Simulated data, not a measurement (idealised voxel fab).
The process module that follows is named voxel self aligned contacts.
In the cross-section labelled cut, the width is 210 nm and each square cell is 5 nm.
This document writes a cross-section as a grid whose cells are square, and gives it as bands, listed from the top down; one or more rows of cells form a band.
The band entry comprises the height of the band's top followed by the height of its bottom, expressed in nm, and subsequently the band's materials from left to right, each stated together with its width in nm. Where a single material is marked with the word "full width", that material fills the band from edge to edge. The word "air" represents empty space.
For the purposes of this specification, 0 denotes the height below which the wafer in its as-received condition is composed wholly of one material, and the lowermost band, lacking a lower limit, extends downward without end, as expressed in "0 -> down".
You'd read "30 to 40" like this: the band's top row of cells is as wide as the first number, its bottom row is as wide as the second, and going down, every row changes width by the same amount as the row before did.
"no alteration", as given for a step, is the statement that not any cell of the cross-section underwent a change during that step.
Empty spaces counting at least 8 cells and having no open way to the top are listed in "Closed void catalog". The notation width x height at distance is used for each, the distance being from the left edge and all three values in nm.
Note: text after step settings on the step line = simulator remark on that step.
For masked steps, "overlay nm" on the step line gives how far right of plan the mask actually lay; a minus sign means it lay to the left.

## Intended process steps
1 RECEIVE with material Si
2 OXIDIZE with depth nm 5
3 DIRECTIONAL_DEP with material polySi, thk nm 20
4 DIRECTIONAL_DEP with material SiN, thk nm 15
5 MASKED_ETCH with tone cover, mask id GATE, width nm 35, pitch nm 65, etch materials SiN, depth nm 15, overlay nm 0
6 MASKED_ETCH with tone cover, mask id GATE, width nm 35, pitch nm 65, etch materials polySi, depth nm 20, overlay nm 0
7 CONFORMAL_DEP with material SiN, thk nm 5
8 DIRECTIONAL_ETCH with etch materials SiN, depth nm 5
9 FILL_DEP with material SiO2, thk nm 10
10 CMP with height nm 40
11 MASKED_ETCH with tone open, mask id CONTACT, width nm 50, etch materials SiO2, depth nm 45, overlay nm 0
12 CONFORMAL_DEP with material TiN, thk nm 5
13 FILL_DEP with material W, thk nm 10
14 CMP with height nm 40
15 CONFORMAL_DEP with material SiN, thk nm 5

## First wafer out of two, processed as planned

## Cross-section of the incoming wafer, state after step 1
> 0 -> down  Si full width
> Closed void catalog: none

## After step 2: wafer cross-section
> 0 -> -5  SiO2 full width
> Below -5, no change.

## After step 3: wafer cross-section
> 20 -> 0  polySi full width
> Below 0, no change.

## After step 4: wafer cross-section
> 35 -> 20  SiN full width
> Below 20, no change.

## After step 5: wafer cross-section
> 35 -> 20  air 55 nm / SiN 35 nm / air 30 nm / SiN 35 nm / air 55 nm
> Below 20, no change.

## After step 6: wafer cross-section
> 35 -> 20  air 55 nm / SiN 35 nm / air 30 nm / SiN 35 nm / air 55 nm
> 20 -> 0  air 55 nm / polySi 35 nm / air 30 nm / polySi 35 nm / air 55 nm
> Below 0, no change.

## After step 7: wafer cross-section
> 40 -> 20  air 50 nm / SiN 45 nm / air 20 nm / SiN 45 nm / air 50 nm
> 20 -> 5  air 50 nm / SiN 5 nm / polySi 35 nm / SiN 5 nm / air 20 nm / SiN 5 nm / polySi 35 nm / SiN 5 nm / air 50 nm
> 5 -> 0  SiN 55 nm / polySi 35 nm / SiN 30 nm / polySi 35 nm / SiN 55 nm
> Below 0, no change.

## After step 8: wafer cross-section
> 35 -> 20  air 50 nm / SiN 45 nm / air 20 nm / SiN 45 nm / air 50 nm
> 20 -> 0  air 50 nm / SiN 5 nm / polySi 35 nm / SiN 5 nm / air 20 nm / SiN 5 nm / polySi 35 nm / SiN 5 nm / air 50 nm
> Below 0, no change.

## After step 9: wafer cross-section
> 45 -> 35  SiO2 full width
> 35 -> 20  SiO2 50 nm / SiN 45 nm / SiO2 20 nm / SiN 45 nm / SiO2 50 nm
> 20 -> 0  SiO2 50 nm / SiN 5 nm / polySi 35 nm / SiN 5 nm / SiO2 20 nm / SiN 5 nm / polySi 35 nm / SiN 5 nm / SiO2 50 nm
> Below 0, no change.

## After step 10: wafer cross-section
> 40 -> 35  SiO2 full width
> Below 35, no change.

## After step 11: wafer cross-section
> 40 -> 35  SiO2 80 nm / air 50 nm / SiO2 80 nm
> 35 -> 20  SiO2 50 nm / SiN 45 nm / air 20 nm / SiN 45 nm / SiO2 50 nm
> 20 -> 0  SiO2 50 nm / SiN 5 nm / polySi 35 nm / SiN 5 nm / air 20 nm / SiN 5 nm / polySi 35 nm / SiN 5 nm / SiO2 50 nm
> 0 -> -5  SiO2 95 nm / air 20 nm / SiO2 95 nm
> Below -5, no change.

## After step 12: wafer cross-section
> 45 -> 40  TiN 85 nm / air 40 nm / TiN 85 nm
> 40 -> 35  SiO2 80 nm / TiN 20 nm / air 10 nm / TiN 20 nm / SiO2 80 nm
> 35 -> 20  SiO2 50 nm / SiN 45 nm / TiN 5 nm / air 10 nm / TiN 5 nm / SiN 45 nm / SiO2 50 nm
> 20 -> 0  SiO2 50 nm / SiN 5 nm / polySi 35 nm / SiN 5 nm / TiN 5 nm / air 10 nm / TiN 5 nm / SiN 5 nm / polySi 35 nm / SiN 5 nm / SiO2 50 nm
> 0 -> -5  SiO2 95 nm / TiN 20 nm / SiO2 95 nm
> Below -5, no change.

## After step 13: wafer cross-section
> 55 -> 45  W full width
> 45 -> 40  TiN 85 nm / W 40 nm / TiN 85 nm
> 40 -> 35  SiO2 80 nm / TiN 20 nm / W 10 nm / TiN 20 nm / SiO2 80 nm
> 35 -> 20  SiO2 50 nm / SiN 45 nm / TiN 5 nm / W 10 nm / TiN 5 nm / SiN 45 nm / SiO2 50 nm
> 20 -> 0  SiO2 50 nm / SiN 5 nm / polySi 35 nm / SiN 5 nm / TiN 5 nm / W 10 nm / TiN 5 nm / SiN 5 nm / polySi 35 nm / SiN 5 nm / SiO2 50 nm
> Below 0, no change.

## After step 14: wafer cross-section
> 40 -> 35  SiO2 80 nm / TiN 20 nm / W 10 nm / TiN 20 nm / SiO2 80 nm
> Below 35, no change.

## After step 15: wafer cross-section
> 45 -> 40  SiN full width
> Below 40, no change.

## Here the second wafer is described. Its start and its plan were those of the first wafer. Its run contained one mistake. Up to and including step 1, it did exactly what the first wafer did

## Cross-section of the second wafer at the time by which step 2 should have been completed according to the plan
> 0 -> -10  SiO2 full width
> Below -10, no change.

## Cross-section of the second wafer at the time by which step 3 should have been completed according to the plan
> 20 -> 0  polySi full width
> Below 0, no change.

## Cross-section of the second wafer at the time by which step 4 should have been completed according to the plan
> 35 -> 20  SiN full width
> Below 20, no change.

## Cross-section of the second wafer at the time by which step 5 should have been completed according to the plan
> 35 -> 20  air 55 nm / SiN 35 nm / air 30 nm / SiN 35 nm / air 55 nm
> Below 20, no change.

## Cross-section of the second wafer at the time by which step 6 should have been completed according to the plan
> 35 -> 20  air 55 nm / SiN 35 nm / air 30 nm / SiN 35 nm / air 55 nm
> 20 -> 0  air 55 nm / polySi 35 nm / air 30 nm / polySi 35 nm / air 55 nm
> Below 0, no change.

## Cross-section of the second wafer at the time by which step 7 should have been completed according to the plan
> 40 -> 20  air 50 nm / SiN 45 nm / air 20 nm / SiN 45 nm / air 50 nm
> 20 -> 5  air 50 nm / SiN 5 nm / polySi 35 nm / SiN 5 nm / air 20 nm / SiN 5 nm / polySi 35 nm / SiN 5 nm / air 50 nm
> 5 -> 0  SiN 55 nm / polySi 35 nm / SiN 30 nm / polySi 35 nm / SiN 55 nm
> Below 0, no change.

## Cross-section of the second wafer at the time by which step 8 should have been completed according to the plan
> 35 -> 20  air 50 nm / SiN 45 nm / air 20 nm / SiN 45 nm / air 50 nm
> 20 -> 0  air 50 nm / SiN 5 nm / polySi 35 nm / SiN 5 nm / air 20 nm / SiN 5 nm / polySi 35 nm / SiN 5 nm / air 50 nm
> Below 0, no change.

## Cross-section of the second wafer at the time by which step 9 should have been completed according to the plan
> 45 -> 35  SiO2 full width
> 35 -> 20  SiO2 50 nm / SiN 45 nm / SiO2 20 nm / SiN 45 nm / SiO2 50 nm
> 20 -> 0  SiO2 50 nm / SiN 5 nm / polySi 35 nm / SiN 5 nm / SiO2 20 nm / SiN 5 nm / polySi 35 nm / SiN 5 nm / SiO2 50 nm
> Below 0, no change.

## Cross-section of the second wafer at the time by which step 10 should have been completed according to the plan
> 40 -> 35  SiO2 full width
> Below 35, no change.

## Cross-section of the second wafer at the time by which step 11 should have been completed according to the plan
> 40 -> 35  SiO2 80 nm / air 50 nm / SiO2 80 nm
> 35 -> 20  SiO2 50 nm / SiN 45 nm / air 20 nm / SiN 45 nm / SiO2 50 nm
> 20 -> 0  SiO2 50 nm / SiN 5 nm / polySi 35 nm / SiN 5 nm / air 20 nm / SiN 5 nm / polySi 35 nm / SiN 5 nm / SiO2 50 nm
> 0 -> -5  SiO2 95 nm / air 20 nm / SiO2 95 nm
> Below -5, no change.

## Cross-section of the second wafer at the time by which step 12 should have been completed according to the plan
> 45 -> 40  TiN 85 nm / air 40 nm / TiN 85 nm
> 40 -> 35  SiO2 80 nm / TiN 20 nm / air 10 nm / TiN 20 nm / SiO2 80 nm
> 35 -> 20  SiO2 50 nm / SiN 45 nm / TiN 5 nm / air 10 nm / TiN 5 nm / SiN 45 nm / SiO2 50 nm
> 20 -> 0  SiO2 50 nm / SiN 5 nm / polySi 35 nm / SiN 5 nm / TiN 5 nm / air 10 nm / TiN 5 nm / SiN 5 nm / polySi 35 nm / SiN 5 nm / SiO2 50 nm
> 0 -> -5  SiO2 95 nm / TiN 20 nm / SiO2 95 nm
> Below -5, no change.

## Cross-section of the second wafer at the time by which step 13 should have been completed according to the plan
> 55 -> 45  W full width
> 45 -> 40  TiN 85 nm / W 40 nm / TiN 85 nm
> 40 -> 35  SiO2 80 nm / TiN 20 nm / W 10 nm / TiN 20 nm / SiO2 80 nm
> 35 -> 20  SiO2 50 nm / SiN 45 nm / TiN 5 nm / W 10 nm / TiN 5 nm / SiN 45 nm / SiO2 50 nm
> 20 -> 0  SiO2 50 nm / SiN 5 nm / polySi 35 nm / SiN 5 nm / TiN 5 nm / W 10 nm / TiN 5 nm / SiN 5 nm / polySi 35 nm / SiN 5 nm / SiO2 50 nm
> Below 0, no change.

## Cross-section of the second wafer at the time by which step 14 should have been completed according to the plan
> 40 -> 35  SiO2 80 nm / TiN 20 nm / W 10 nm / TiN 20 nm / SiO2 80 nm
> Below 35, no change.

## Cross-section of the second wafer at the time by which step 15 should have been completed according to the plan
> 45 -> 40  SiN full width
> Below 40, no change.
Nonconformance to the process plan: step 2 off recipe, ran as OXIDIZE with depth nm 10
End check, counted in cells, second wafer has more or fewer of these materials than the first: Si -42, SiO2 +42
